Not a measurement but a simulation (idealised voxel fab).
You're looking at the process module voxel ribs on slabs.
Displayed cross-section: cut, width of 265 nm, square cells sized 5 nm.
If you're reading a cross-section in this doc, picture square cells in a grid; it comes to you as bands, top ones listed first down to the bottom, and a band can be one or more rows of cells.
Basically the band line says how high the top is and how high the bottom is, in nm, and then what's in it from left to right, every material with its width in nm. Empty space shows up as "air", and if a single material carries "full width" it runs the full band edge to edge.
Height is counted from the level 0, under which the received wafer is composed throughout of one material. The lowest of the bands is not closed at the bottom but continues downward, in the notation "z 0 and below".
Note: "30..40" means the width goes from the first number (top row of the band) to the second number (bottom row) in equal steps per row of cells.
The cross-section has no changed cell in any step marked "no modification".
Closed-off voids of 8+ cells (no open route to the top) go in "Unvented cavities", written width x height at distance from the left edge, in nm.
Past the settings on a step's line: simulator remark, on that step.
"overlay nm", when on a step's line for a step with a mask, measures how far to the right of its planned place the mask lay; a negative measure means to the left.
### The planned process steps are enumerated hereunder
1,op RECEIVE | material Si
2,op DIRECTIONAL_DEP | material SiO2 | thk nm 20
3,op DIRECTIONAL_DEP | material SiN | thk nm 25
4,op PATTERN | tone cover | mask id RIB | material resist | width nm 15 | thk nm 15 | overlay nm 0
5,op DIRECTIONAL_ETCH | etch materials SiN | depth nm 15
6,op STRIP | etch materials resist
7,op MASKED_ETCH | tone cover | mask id SLAB | width nm 65 | etch materials SiN | depth nm 10 | overlay nm 0
8,op FILL_DEP | material SiO2 | thk nm 30
9,op CMP | height nm 65
10,op DIRECTIONAL_DEP | material W | thk nm 5
11,op DIRECTIONAL_DEP | material aC | thk nm 10
12,op PATTERN | tone cover | mask id HEATER | material resist | width nm 25 | thk nm 25 | overlay nm 0
13,op DIRECTIONAL_ETCH | etch materials aC | depth nm 10
14,op STRIP | etch materials resist
15,op DIRECTIONAL_ETCH | etch materials W | depth nm 5
16,op STRIP | etch materials aC
17,op CONFORMAL_DEP | material SiN | thk nm 10
### Wafer cross-section on receipt, i.e. after step 1
- z 0 and below = Si full width
- Unvented cavities: none
### First of two wafers, end-of-module section, run followed plan
- z 80 to 75 = 110 nm air, then 45 nm SiN, then 110 nm air
- z 75 to 70 = SiN full width
- z 70 to 65 = 120 nm SiN, then 25 nm W, then 120 nm SiN
- z 65 to 45 = SiO2 full width
- z 45 to 30 = 125 nm SiO2, then 15 nm SiN, then 125 nm SiO2
- z 30 to 20 = 100 nm SiO2, then 65 nm SiN, then 100 nm SiO2
- z 20 to 0 = SiO2 full width
- z 0 and below = Si full width
- Unvented cavities: none
### Second wafer through the module, sectioned at the end: same beginning and same plan as the first wafer, with one mistake in carrying it out
- z 80 to 75 = 110 nm air, then 45 nm SiN, then 110 nm air
- z 75 to 70 = SiN full width
- z 70 to 65 = 120 nm SiN, then 25 nm W, then 120 nm SiN
- z 65 to 45 = SiO2 full width
- z 45 to 35 = 100 nm SiO2, then 25 nm SiN, then 15 nm SiO2, then 25 nm SiN, then 100 nm SiO2
- z 35 to 30 = 125 nm SiN, then 15 nm SiO2, then 125 nm SiN
- z 30 to 20 = SiN full width
- z 20 to 0 = SiO2 full width
- z 0 and below = Si full width
- Unvented cavities: none
Deviation noted in wafer processing: step 4: run off-plan, actual operation and settings op PATTERN | tone open | mask id RIB | material resist | width nm 15 | thk nm 15 | overlay nm 0
End of process, cell counts, second wafer against first, materials with more or fewer: +141 SiN, -141 SiO2
